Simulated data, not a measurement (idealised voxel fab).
The name of this process module is voxel self aligned vias.
Shown is cross-section cut, with a width of 190 nm and square cells of size 5 nm.
Think of the cross-section as a grid of square cells. We describe it in bands, top to bottom, and each band covers one or more rows of those cells.
This entry defines a band. It first specifies the height of the band's top and the height of its bottom in nm, and then specifies the band's materials from left to right, stating each material with its width in nm. The word "full width" identifies a single material that fills the band from edge to edge, while the word "air" identifies empty space.
Height is counted from the level 0, under which the received wafer is composed throughout of one material. The lowest of the bands is not closed at the bottom but continues downward, in the notation "0 -> down".
Read "30..40" as a graded width: first number on top, second number at the bottom, same change between each pair of neighbouring rows.
The cross-section has no changed cell in any step marked "left unchanged".
The list in "Sealed voids" covers empty spaces of 8 cells or more that cannot reach the top through any open way, and it gives each as width x height at distance; the distance is from the left edge, and width, height and distance are in nm.
after a step's settings: what the simulator itself notes on the step
When a step includes a mask, the "overlay nm" setting on its line states how far to the right of its planned place that mask lay, and negative values state how far to the left.
-- Steps planned for the process
1) RECEIVE with material Si
2) CONFORMAL_DEP with material SiO2, thk nm 15
3) CONFORMAL_DEP with material SiCN, thk nm 5
4) DIRECTIONAL_DEP with material lowk, thk nm 25
5) PATTERN with tone open, mask id LINES, material resist, width nm 30, pitch nm 60, thk nm 20, overlay nm 0
6) DIRECTIONAL_ETCH with etch materials lowk, depth nm 25
7) STRIP with etch materials resist
8) CONFORMAL_DEP with material TiN, thk nm 5
9) FILL_DEP with material Ru, thk nm 10
10) CMP with height nm 45
11) SELECTIVE_ETCH with etch materials W Ru TiN, depth nm 10
12) FILL_DEP with material SiN, thk nm 5
13) CMP with height nm 45
14) DIRECTIONAL_DEP with material lowk, thk nm 20
15) PATTERN with tone open, mask id VIAS, material resist, width nm 40, pitch nm 60, thk nm 20, overlay nm 0
16) DIRECTIONAL_ETCH with etch materials lowk, depth nm 20
17) DIRECTIONAL_ETCH with etch materials SiN, depth nm 10
18) STRIP with etch materials resist
19) CONFORMAL_DEP with material TiN, thk nm 5
20) FILL_DEP with material Cu, thk nm 10
21) CMP with height nm 65
22) CONFORMAL_DEP with material SiN, thk nm 5
-- The cross-section here shows the wafer as received, i.e. in its state after step 1
  0 -> down: Si full width
  Sealed voids: none
-- Final wafer profile in cross-section after the module, from the same start and plan as above, with one mistake made during processing
  70 -> 65: SiN full width
  65 -> 50: lowk=15; TiN=5; Cu=30; TiN=5; lowk=20; TiN=5; Cu=30; TiN=5; lowk=20; TiN=5; Cu=30; TiN=5; lowk=15
  50 -> 40: lowk=15..25; TiN=15..5; Cu=10; TiN=15..5; lowk=20..40; TiN=15..5; Cu=10; TiN=15..5; lowk=20..40; TiN=15..5; Cu=10; TiN=15..5; lowk=15..25
  40 -> 35: lowk=25; TiN=20; lowk=40; TiN=20; lowk=40; TiN=20; lowk=25
  35 -> 25: lowk=25; TiN=5; Ru=10; TiN=5; lowk=40; TiN=5; Ru=10; TiN=5; lowk=40; TiN=5; Ru=10; TiN=5; lowk=25
  25 -> 20: lowk=25; TiN=20; lowk=40; TiN=20; lowk=40; TiN=20; lowk=25
  20 -> 15: SiCN full width
  15 -> 0: SiO2 full width
  0 -> down: Si full width
  Sealed voids: none
What was done differently from what was planned? step 5 went in with a setting other than planned; the actual run was PATTERN with tone open, mask id LINES, material resist, width nm 20, pitch nm 60, thk nm 20, overlay nm 0
